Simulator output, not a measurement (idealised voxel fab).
Presented below is a process module, voxel ribs on slabs.
The cross-section shown here is cut; it is 245 nm wide and divided into square cells measuring 5 nm on a side.
Format of a cross-section: grid, square cells. Given as bands. Order: top down. Band: one or more rows of cells.
Heads up on the band format: heights come first, top then bottom, in nm. After that it's the materials left to right, each with its width in nm. A single material flagged "all across" fills the whole band edge to edge, and "blank" means there's empty space there.
The level at which height equals 0 is the one under which the wafer, as it arrives, is entirely one material. No lower edge exists for the bottom band, which continues downward and is notated as in "0 down".
When a width is written as two numbers, as in "30->40", the first number is the width in the top row of cells of the band and the second is the width in its bottom row, and the width changes by the same amount from each row to the next.
"no change occurred" for a step: no cell of the cross-section changed in that step.
"Closed-off voids": empty spaces of 8 cells or more with no open way to the top, each given as width x height at distance, distance from the left edge, all in nm.
Heads up: the bit after the settings on a step's line is the simulator's remark on that step.
"overlay nm" answers the question of how far to the right of plan the mask lay on a step that has a mask, and when it is negative the answer is to the left.
# Set out below are the planned steps of the process
1,RECEIVE (material Si)
2,DIRECTIONAL_DEP (material SiO2; thk nm 20)
3,DIRECTIONAL_DEP (material polySi; thk nm 25)
4,MASKED_ETCH (tone cover; mask id RIB; width nm 30; etch materials polySi; depth nm 5; overlay nm 0)
5,DIRECTIONAL_DEP (material aC; thk nm 15)
6,PATTERN (tone cover; mask id SLAB; material resist; width nm 70; thk nm 30; overlay nm 0)
7,DIRECTIONAL_ETCH (etch materials aC; depth nm 15)
8,STRIP (etch materials resist)
9,DIRECTIONAL_ETCH (etch materials polySi; depth nm 20)
10,STRIP (etch materials aC)
11,FILL_DEP (material SiO2; thk nm 25)
12,CMP (height nm 65)
13,DIRECTIONAL_DEP (material W; thk nm 10)
14,PATTERN (tone cover; mask id HEATER; material resist; width nm 40; thk nm 15; overlay nm 0)
15,DIRECTIONAL_ETCH (etch materials W; depth nm 10)
16,STRIP (etch materials resist)
17,CONFORMAL_DEP (material SiO2; thk nm 10)
# First out of two wafers; run went to plan
# The cross-section here shows the wafer as received, i.e. in its state after step 1
* 0 down | Si all across
* Closed-off voids: none
# The following cross-section depicts the wafer upon completion of step 2
* 20 to 0 | SiO2 all across
* Below 0, the layers are the same as they were.
# The following cross-section depicts the wafer upon completion of step 3
* 45 to 20 | polySi all across
* Below 20, the layers are the same as they were.
# The following cross-section depicts the wafer upon completion of step 4
* 45 to 40 | blank: 105; polySi: 30; blank: 110
* Below 40, the layers are the same as they were.
# The following cross-section depicts the wafer upon completion of step 5
* 60 to 55 | blank: 105; aC: 30; blank: 110
* 55 to 45 | aC all across
* 45 to 40 | aC: 105; polySi: 30; aC: 110
* Below 40, the layers are the same as they were.
# The following cross-section depicts the wafer upon completion of step 6
* 90 to 60 | blank: 85; resist: 70; blank: 90
* 60 to 55 | blank: 85; resist: 20; aC: 30; resist: 20; blank: 90
* Below 55, the layers are the same as they were.
# The following cross-section depicts the wafer upon completion of step 7
* 75 to 60 | blank: 85; resist: 70; blank: 90
* 60 to 55 | blank: 85; resist: 20; aC: 30; resist: 20; blank: 90
* 55 to 45 | blank: 85; aC: 70; blank: 90
* 45 to 40 | blank: 85; aC: 20; polySi: 30; aC: 20; blank: 90
* Below 40, the layers are the same as they were.
# The following cross-section depicts the wafer upon completion of step 8
* 60 to 55 | blank: 105; aC: 30; blank: 110
* Below 55, the layers are the same as they were.
# The following cross-section depicts the wafer upon completion of step 9
* 60 to 55 | blank: 105; aC: 30; blank: 110
* 55 to 45 | blank: 85; aC: 70; blank: 90
* 45 to 40 | blank: 85; aC: 20; polySi: 30; aC: 20; blank: 90
* 40 to 20 | blank: 85; polySi: 70; blank: 90
* Below 20, the layers are the same as they were.
# The following cross-section depicts the wafer upon completion of step 10
* 45 to 40 | blank: 105; polySi: 30; blank: 110
* Below 40, the layers are the same as they were.
# The following cross-section depicts the wafer upon completion of step 11
* 70 to 45 | SiO2 all across
* 45 to 40 | SiO2: 105; polySi: 30; SiO2: 110
* 40 to 20 | SiO2: 85; polySi: 70; SiO2: 90
* Below 20, the layers are the same as they were.
# The following cross-section depicts the wafer upon completion of step 12
* 65 to 45 | SiO2 all across
* Below 45, the layers are the same as they were.
# The following cross-section depicts the wafer upon completion of step 13
* 75 to 65 | W all across
* Below 65, the layers are the same as they were.
# The following cross-section depicts the wafer upon completion of step 14
* 90 to 75 | blank: 100; resist: 40; blank: 105
* Below 75, the layers are the same as they were.
# The following cross-section depicts the wafer upon completion of step 15
* 90 to 75 | blank: 100; resist: 40; blank: 105
* 75 to 65 | blank: 100; W: 40; blank: 105
* Below 65, the layers are the same as they were.
# The following cross-section depicts the wafer upon completion of step 16
* 75 to 65 | blank: 100; W: 40; blank: 105
* Below 65, the layers are the same as they were.
# The following cross-section depicts the wafer upon completion of step 17
* 85 to 75 | blank: 90; SiO2: 60; blank: 95
* 75 to 65 | SiO2: 100; W: 40; SiO2: 105
* Below 65, the layers are the same as they were.
# What follows concerns the second wafer, which started out like the first and was meant to follow the very same plan; one mistake crept in when it was run, but everything up to and including step 10 is the same as for the first wafer
# The second wafer cut through, at the time step 11 was supposed to be finished
* 70 to 20 | polySi all across
* Below 20, the layers are the same as they were.
# The second wafer cut through, at the time step 12 was supposed to be finished
* 65 to 20 | polySi all across
* Below 20, the layers are the same as they were.
# The second wafer cut through, at the time step 13 was supposed to be finished
* 75 to 65 | W all across
* Below 65, the layers are the same as they were.
# The second wafer cut through, at the time step 14 was supposed to be finished
* 90 to 75 | blank: 100; resist: 40; blank: 105
* Below 75, the layers are the same as they were.
# The second wafer cut through, at the time step 15 was supposed to be finished
* 90 to 75 | blank: 100; resist: 40; blank: 105
* 75 to 65 | blank: 100; W: 40; blank: 105
* Below 65, the layers are the same as they were.
# The second wafer cut through, at the time step 16 was supposed to be finished
* 75 to 65 | blank: 100; W: 40; blank: 105
* Below 65, the layers are the same as they were.
# The second wafer cut through, at the time step 17 was supposed to be finished
* 85 to 75 | blank: 90; SiO2: 60; blank: 95
* 75 to 65 | SiO2: 100; W: 40; SiO2: 105
* Below 65, the layers are the same as they were.
Nonconformance to the process plan: for step 11, the planned setting was not used; the step was instead run as FILL_DEP (material polySi; thk nm 25)
Count the cells at the end and the second wafer has more or fewer of some materials than the first: -379 SiO2; +379 polySi
